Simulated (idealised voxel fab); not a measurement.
The document below concerns the process module designated voxel self aligned contacts.
Xsec cut, 240 nm wide, square cell size 5 nm.
Each cross-section below is a grid of square cells, stated as bands in top-down order, with one or more rows of cells making up each band.
Heights first: top, then bottom, in nm. Then materials, left to right, each with a width in nm. "edge to edge" on a single material: fills the band edge to edge. "empty": empty space.
Ref level 0: as-received wafer is one material below here. Bottom band extends down with no lower bound ("0 -> down").
Note: "30..40" means the width goes from the first number (top row of the band) to the second number (bottom row) in equal steps per row of cells.
You'll sometimes find "no alteration" written for a step, and that's the way of saying that nowhere in the cross-section did a cell change during that step.
The entry "Fully sealed cavities" lists the empty spaces that cover at least 8 cells and have no open path to the top. Each is written as width x height at distance, where the distance is measured from the left edge and all three values are in nm.
Whatever follows a step's settings on its line is a remark the simulator itself makes about that step.
"overlay nm" answers the question of how far to the right of plan the mask lay on a step that has a mask, and when it is negative the answer is to the left.

-- Planned process steps
| 1 | RECEIVE (material Si) |
| 2 | OXIDIZE (depth nm 5) |
| 3 | DIRECTIONAL_DEP (material polySi; thk nm 25) |
| 4 | DIRECTIONAL_DEP (material SiN; thk nm 20) |
| 5 | DIRECTIONAL_DEP (material aC; thk nm 15) |
| 6 | PATTERN (tone cover; mask id GATE; material resist; width nm 25; pitch nm 55; thk nm 30; overlay nm 0) |
| 7 | DIRECTIONAL_ETCH (etch materials aC; depth nm 15) |
| 8 | STRIP (etch materials resist) |
| 9 | DIRECTIONAL_ETCH (etch materials SiN; depth nm 20) |
| 10 | DIRECTIONAL_ETCH (etch materials polySi; depth nm 25) |
| 11 | STRIP (etch materials aC) |
| 12 | CONFORMAL_DEP (material SiN; thk nm 5) |
| 13 | DIRECTIONAL_ETCH (etch materials SiN; depth nm 5) |
| 14 | FILL_DEP (material SiO2; thk nm 20) |
| 15 | CMP (height nm 55) |
| 16 | PATTERN (tone open; mask id CONTACT; material resist; width nm 40; pitch nm 55; thk nm 20; overlay nm 0) |
| 17 | DIRECTIONAL_ETCH (etch materials SiO2; depth nm 60) |
| 18 | STRIP (etch materials resist) |
| 19 | CONFORMAL_DEP (material TiN; thk nm 5) |
| 20 | FILL_DEP (material W; thk nm 5) |
| 21 | CMP (height nm 55) |
| 22 | CONFORMAL_DEP (material SiCN; thk nm 5) |

-- Wafer as received: cross-section following step 1
	0 -> down | Si edge to edge
	Fully sealed cavities: none

-- As-planned run: cross-section of the first of two wafers at end of module
	60 -> 55 | SiCN edge to edge
	55 -> 45 | SiO2: 70, then TiN: 5..15, then W: 30..10, then TiN: 5..15, then SiO2: 15, then TiN: 5..15, then W: 30..10, then TiN: 5..15, then SiO2: 75
	45 -> 25 | SiO2: 45, then SiN: 35, then TiN: 5, then W: 10, then TiN: 5, then SiN: 35, then TiN: 5, then W: 10, then TiN: 5, then SiN: 35, then SiO2: 50
	25 -> 0 | SiO2: 45, then SiN: 5, then polySi: 25, then SiN: 5, then TiN: 5, then W: 10, then TiN: 5, then SiN: 5, then polySi: 25, then SiN: 5, then TiN: 5, then W: 10, then TiN: 5, then SiN: 5, then polySi: 25, then SiN: 5, then SiO2: 50
	0 -> -5 | SiO2: 80, then TiN: 20, then SiO2: 35, then TiN: 20, then SiO2: 85
	-5 -> down | Si edge to edge
	Fully sealed cavities: none

-- Module end: cross-section of wafer two of two. Same start and process plan as the first wafer. One mistake during execution
	60 -> 55 | SiCN edge to edge
	55 -> 50 | SiO2: 70, then TiN: 5, then W: 30, then TiN: 5, then SiO2: 15, then TiN: 5, then W: 30, then TiN: 5, then SiO2: 75
	50 -> 45 | SiO2: 70, then TiN: 40, then SiO2: 15, then TiN: 40, then SiO2: 75
	45 -> 25 | SiN: 55, then SiO2: 15, then SiN: 40, then SiO2: 15, then SiN: 40, then SiO2: 15, then SiN: 60
	25 -> 0 | polySi: 50, then SiN: 5, then SiO2: 15, then SiN: 5, then polySi: 30, then SiN: 5, then SiO2: 15, then SiN: 5, then polySi: 30, then SiN: 5, then SiO2: 15, then SiN: 5, then polySi: 55
	0 -> -5 | SiO2 edge to edge
	-5 -> down | Si edge to edge
	Fully sealed cavities: none
Deviation noted in wafer processing: it should be noted that step 6 was executed with settings other than those planned, the operation and settings actually applied being PATTERN (tone open; mask id GATE; material resist; width nm 25; pitch nm 55; thk nm 30; overlay nm 0)
Looking at both finished wafers in cells, the second ends up ahead of or behind the first on some materials: SiN: 72 more, SiO2: 82 fewer, TiN: 40 fewer, W: 40 fewer, polySi: 90 more
